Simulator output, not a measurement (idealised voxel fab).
The following is a process module called voxel released beams.
Pictured: cross-section cut, 290 nm wide, on a grid of 5 nm square cells.
Cross-section spec: square-cell grid; bands listed top down; each band is one or more rows.
Band: top and bottom heights (nm) first, top before bottom; then materials from left to right, widths in nm. "edge to edge" marks a sole material filling the band edge to edge. "empty" denotes empty space.
Measure heights from 0. That's the level where, below it, the as-received wafer is all one material. The lowest band is bottomless and extends downward; write it as in "0..down".
You'd read "30 to 40" like this: the band's top row of cells is as wide as the first number, its bottom row is as wide as the second, and going down, every row changes width by the same amount as the row before did.
Take "remained the same" at face value: in the step it is given for, the cross-section changed in none of its cells.
If an empty space has no open way to the top and is at least 8 cells in size, "Voids lacking openings" lists it, written width x height at distance, where distance is measured from the left edge and every value is in nm.
It should be noted that, on the line of a given step, the content following the step's settings is a remark produced by the simulator itself with respect to that step.
overlay nm: step with mask; distance mask lay right of planned place; negative value = left of planned place.

Process steps foreseen in the plan
1) RECEIVE [material Si]
2) CONFORMAL_DEP [material Al2O3] [thk nm 10]
3) DIRECTIONAL_DEP [material SiO2] [thk nm 20]
4) DIRECTIONAL_DEP [material aC] [thk nm 10]
5) PATTERN [tone open] [mask id ANCHOR] [material resist] [width nm 40] [thk nm 30] [overlay nm 0]
6) DIRECTIONAL_ETCH [etch materials aC] [depth nm 10]
7) STRIP [etch materials resist]
8) DIRECTIONAL_ETCH [etch materials SiO2] [depth nm 20]
9) STRIP [etch materials aC]
10) CONFORMAL_DEP [material SiN] [thk nm 15]
11) PATTERN [tone cover] [mask id BEAM] [material resist] [width nm 115] [thk nm 15] [overlay nm 0]
12) DIRECTIONAL_ETCH [etch materials SiN] [depth nm 5]
13) STRIP [etch materials resist]
14) STRIP [etch materials SiO2]
For this document, wafers share an identical start and vary in the step 12 depth nm; the plan quotes the first wafer's value.

As-received cross-section, first of several wafers, post step 1
> 0..down: Si edge to edge
> Voids lacking openings: none

First of several wafers, sectioned at end of module (last step: step 14)
> 45..40: empty (85), SiN (20), empty (10), SiN (85), empty (90)
> 40..30: SiN (105), empty (10), SiN (175)
> 30..25: SiO2 (90), SiN (15), empty (10), SiN (15), SiO2 (160)
> 25..10: SiO2 (90), SiN (40), SiO2 (160)
> 10..0: Al2O3 edge to edge
> 0..down: Si edge to edge
> Voids lacking openings: none

Wafer cross-section (last wafer, module end)
> 45..30: empty (85), SiN (20), empty (10), SiN (85), empty (90)
> 30..25: empty (90), SiN (15), empty (10), SiN (15), empty (160)
> 25..10: empty (90), SiN (40), empty (160)
> 10..0: Al2O3 edge to edge
> 0..down: Si edge to edge
> Voids lacking openings: none

The table below has one row for each wafer; a row shows, as of the end of the module, how many cells of each material the wafer has gained, marked (+), or lost, marked (-), since it was received, and then the wafer's closed voids
depth nm 5 | +116 Al2O3 | +163 SiN | +200 SiO2 | Voids lacking openings: none
depth nm 10 | +116 Al2O3 | +128 SiN | +200 SiO2 | Voids lacking openings: none
depth nm 15 | +116 Al2O3 | +93 SiN | Voids lacking openings: none
depth nm 20 | +116 Al2O3 | +93 SiN | Voids lacking openings: none
depth nm 25 | +116 Al2O3 | +93 SiN | Voids lacking openings: none
depth nm 30 | +116 Al2O3 | +93 SiN | Voids lacking openings: none
